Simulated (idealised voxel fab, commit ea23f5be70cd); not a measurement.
process module | voxel local oxidation
cross-section cut | 295 nm wide | cells 5 nm
A cross-section is a grid of square cells, given in bands from the top down. A band is one or more rows of cells.
Each band's line starts with the height of the band's top and of its bottom, in nm. Then come its materials from left to right, each with its width in nm. One material with "throughout" fills the band from edge to edge. "air" is empty space.
Height 0 is the level under which the wafer as received is all one material. The lowest band goes on downwards, as in "0 down".
A width such as "30 to 40" changes by the same amount from each row of cells to the next, from the band's top row to its bottom row.
"no change" after a step means that no cell of the cross-section changed.
closed voids: empty space of 8 cells or more with no open way to the top, each as width x height at its distance from the left edge, in nm
after a step's settings: what the simulator itself notes on the step
overlay nm, on a step with a mask: how far to the right of its planned place the mask lay; to the left if negative
plan
1 op RECEIVE | material Si
2 op CONFORMAL_DEP | material SiO2 | thk nm 5
3 op CONFORMAL_DEP | material SiN | thk nm 15
4 op PATTERN | tone cover | mask id ACTIVE | material resist | width nm 125 | thk nm 15 | overlay nm -15
5 op DIRECTIONAL_ETCH | etch materials SiN | depth nm 15
6 op STRIP | etch materials resist
7 op SELECTIVE_ETCH | etch materials SiO2 | depth nm 5
8 op OXIDIZE | depth nm 15
9 op STRIP | etch materials SiN
varied across the wafers: overlay nm of step 4. The plan shows the first wafer's value. All wafers start alike
first wafer as received, after step 1
  0 down: Si throughout
  closed voids: none
each wafer at the end: cells of each material gained (+) or lost (-) since it was received, then its closed voids
overlay nm -15 | -126 Si | +149 SiO2 | closed voids: none
overlay nm -10 | -126 Si | +149 SiO2 | closed voids: none
overlay nm -5 | -126 Si | +149 SiO2 | closed voids: none
overlay nm 0 | -126 Si | +149 SiO2 | closed voids: none
overlay nm 5 | -126 Si | +149 SiO2 | closed voids: none
overlay nm 10 | -126 Si | +149 SiO2 | closed voids: none
overlay nm 15 | -126 Si | +149 SiO2 | closed voids: none
